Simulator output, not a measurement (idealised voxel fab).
The process module that follows is named voxel self aligned vias.
Xsec cut, 230 nm wide, square cell size 5 nm.
Each cross-section below is a grid of square cells, stated as bands in top-down order, with one or more rows of cells making up each band.
What a band's entry tells you: where the top is and where the bottom is, as heights in nm, and after that what lies inside, material by material from left to right, each with its width in nm. Empty space is written as the word "empty", and a single material marked with the word "all across" occupies the band from edge to edge.
Where do heights start? At 0: under that level the wafer as delivered is made of one material only. And the lowest band has no floor; it just carries on downward, as in "z 0 and below".
The expression "30..40" gives the width at the extremes of the band, the first number at its top row of cells and the second at its bottom row, with the width changing by equal amounts from each row to the next in between.
"stayed the same", as given for a step, is the statement that not any cell of the cross-section underwent a change during that step.
What "Enclosed voids" gives you is every empty space of 8 cells or more that is cut off from the top. Each appears as width x height at distance, with the distance taken from the left edge and width, height and distance all in nm.
Whatever follows a step's settings on its line is a remark the simulator itself makes about that step.
overlay nm: mask offset rightward from planned place, masked step; negative means leftward offset.
Process steps foreseen in the plan:
step 1: RECEIVE (material Si)
step 2: CONFORMAL_DEP (material SiO2; thk nm 10)
step 3: CONFORMAL_DEP (material SiCN; thk nm 5)
step 4: DIRECTIONAL_DEP (material SiO2; thk nm 30)
step 5: DIRECTIONAL_DEP (material aC; thk nm 10)
step 6: PATTERN (tone open; mask id LINES; material resist; width nm 30; pitch nm 55; thk nm 30; overlay nm 0)
step 7: DIRECTIONAL_ETCH (etch materials aC; depth nm 10)
step 8: STRIP (etch materials resist)
step 9: DIRECTIONAL_ETCH (etch materials SiO2; depth nm 30)
step 10: STRIP (etch materials aC)
step 11: CONFORMAL_DEP (material TiN; thk nm 5)
step 12: FILL_DEP (material Ru; thk nm 5)
step 13: CMP (height nm 45)
step 14: SELECTIVE_ETCH (etch materials W Ru TiN; depth nm 10)
step 15: FILL_DEP (material SiN; thk nm 10)
step 16: CMP (height nm 45)
step 17: DIRECTIONAL_DEP (material SiO2; thk nm 15)
step 18: DIRECTIONAL_DEP (material aC; thk nm 10)
step 19: PATTERN (tone open; mask id VIAS; material resist; width nm 40; thk nm 30; overlay nm 0)
step 20: DIRECTIONAL_ETCH (etch materials aC; depth nm 10)
step 21: STRIP (etch materials resist)
step 22: DIRECTIONAL_ETCH (etch materials SiO2; depth nm 15)
step 23: DIRECTIONAL_ETCH (etch materials SiN; depth nm 10)
step 24: STRIP (etch materials aC)
step 25: CONFORMAL_DEP (material TiN; thk nm 5)
step 26: FILL_DEP (material Cu; thk nm 5)
step 27: CMP (height nm 60)
step 28: CONFORMAL_DEP (material SiN; thk nm 5)
Wafer cross-section on receipt, i.e. after step 1:
z 0 and below  Si all across
Enclosed voids: none
One mistake in running the module, otherwise start and plan as above: cross-section at the end:
z 65 to 60  SiN all across
z 60 to 45  SiO2: 65, then TiN: 5, then Cu: 30, then TiN: 5, then SiO2: 125
z 45 to 40  SiN: 65, then TiN: 10, then Cu: 20, then TiN: 10, then SiN: 125
z 40 to 35  SiO2: 70, then TiN: 30, then SiO2: 25, then SiN: 30, then SiO2: 75
z 35 to 15  SiO2: 70, then TiN: 5, then Ru: 20, then TiN: 5, then SiO2: 25, then TiN: 5, then Ru: 20, then TiN: 5, then SiO2: 75
z 15 to 10  SiO2: 70, then TiN: 30, then SiO2: 25, then TiN: 30, then SiO2: 75
z 10 to 0  SiO2 all across
z 0 and below  Si all across
Enclosed voids: none
what went wrong: plan step 3: skipped, not run
